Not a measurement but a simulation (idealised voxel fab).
This is a process module. Its name is voxel wiring stack.
Square cells of 5 nm make up the cross-section cut, whose width is 215 nm.
Each cross-section below is a grid of square cells, stated as bands in top-down order, with one or more rows of cells making up each band. For a band, the entry starts with two heights in nm, that of the top and then that of the bottom, and carries on with the band's materials in order from left to right, each alongside its width in nm; the word "edge to edge" beside a single material means it fills the band edge to edge, and "blank" means empty space. All heights in this document are referenced to 0, defined as the level beneath which the wafer, as received, consists entirely of one material. The lowest band is not bounded below; it extends indefinitely downward and is written in the form "0 -> down". A width given as "30->40" starts at the first number in the band's top row and ends at the second number in its bottom row, shifting by an equal amount at every step from row to row. Step marked "identical to before"? Then no cell in the cross-section changed in it. Under "Voids, sealed" you'll find the enclosed gaps, the ones with no way out to the top, that are 8 cells or bigger; each reads width x height at distance, with distance counted from the left edge, everything in nm. Whatever follows a step's settings on its line is a remark the simulator itself makes about that step. For masked steps, "overlay nm" on the step line gives how far right of plan the mask actually lay; a minus sign means it lay to the left.

[Process steps (planned)]
step 1: RECEIVE (material Si)
step 2: CONFORMAL_DEP (material SiO2; thk nm 15)
step 3: DIRECTIONAL_DEP (material TiN; thk nm 5)
step 4: DIRECTIONAL_DEP (material Ru; thk nm 20)
step 5: PATTERN (tone cover; mask id METAL_1; material resist; width nm 20; pitch nm 45; thk nm 15; overlay nm 0)
step 6: DIRECTIONAL_ETCH (etch materials Ru; depth nm 20)
step 7: DIRECTIONAL_ETCH (etch materials TiN; depth nm 5)
step 8: STRIP (etch materials resist)
step 9: FILL_DEP (material lowk; thk nm 5)
step 10: CMP (height nm 40)
step 11: CONFORMAL_DEP (material SiCN; thk nm 5)
step 12: DIRECTIONAL_DEP (material SiO2; thk nm 35)
step 13: PATTERN (tone open; mask id METAL_2; material resist; width nm 20; pitch nm 45; thk nm 20; overlay nm 0)
step 14: DIRECTIONAL_ETCH (etch materials SiO2; depth nm 20)
step 15: STRIP (etch materials resist)
step 16: DIRECTIONAL_DEP (material aC; thk nm 15)
step 17: PATTERN (tone open; mask id METAL_2_HOLES; material resist; width nm 15; pitch nm 90; thk nm 35; overlay nm 0)
step 18: DIRECTIONAL_ETCH (etch materials aC; depth nm 15)
step 19: STRIP (etch materials resist)
step 20: DIRECTIONAL_ETCH (etch materials SiO2; depth nm 15)
step 21: DIRECTIONAL_ETCH (etch materials SiCN; depth nm 5)
step 22: STRIP (etch materials aC)
step 23: CONFORMAL_DEP (material TiN; thk nm 5)
step 24: FILL_DEP (material Cu; thk nm 5)
step 25: CMP (height nm 80)
step 26: CONFORMAL_DEP (material SiN; thk nm 5)

[Received-state cross-section, reflecting completion of step 1]
* 0 -> down: Si edge to edge
* Voids, sealed: none

[Starting wafer: above. Plan: above. Run: one mistake. Cross-section after the module: below]
* 85 -> 80: SiN edge to edge
* 80 -> 60: SiO2: 30, TiN: 5, Cu: 10, TiN: 5, SiO2: 25, TiN: 5, Cu: 10, TiN: 5, SiO2: 25, TiN: 5, Cu: 10, TiN: 5, SiO2: 25, TiN: 5, Cu: 10, TiN: 5, SiO2: 30
* 60 -> 55: SiO2: 30, TiN: 5, Cu: 5, TiN: 10, SiO2: 25, TiN: 20, SiO2: 25, TiN: 5, Cu: 5, TiN: 10, SiO2: 25, TiN: 20, SiO2: 30
* 55 -> 45: SiO2: 30, TiN: 5, Cu: 5, TiN: 5, SiO2: 75, TiN: 5, Cu: 5, TiN: 5, SiO2: 80
* 45 -> 40: SiCN: 30, TiN: 15, SiCN: 75, TiN: 15, SiCN: 80
* 40 -> 20: lowk: 30, Ru: 20, lowk: 25, Ru: 20, lowk: 25, Ru: 20, lowk: 25, Ru: 20, lowk: 30
* 20 -> 15: lowk: 30, TiN: 20, lowk: 25, TiN: 20, lowk: 25, TiN: 20, lowk: 25, TiN: 20, lowk: 30
* 15 -> 0: SiO2 edge to edge
* 0 -> down: Si edge to edge
* Voids, sealed: none
Nonconformance to the process plan: rather than as planned, step 14 actually ran as DIRECTIONAL_ETCH (etch materials SiO2; depth nm 25)
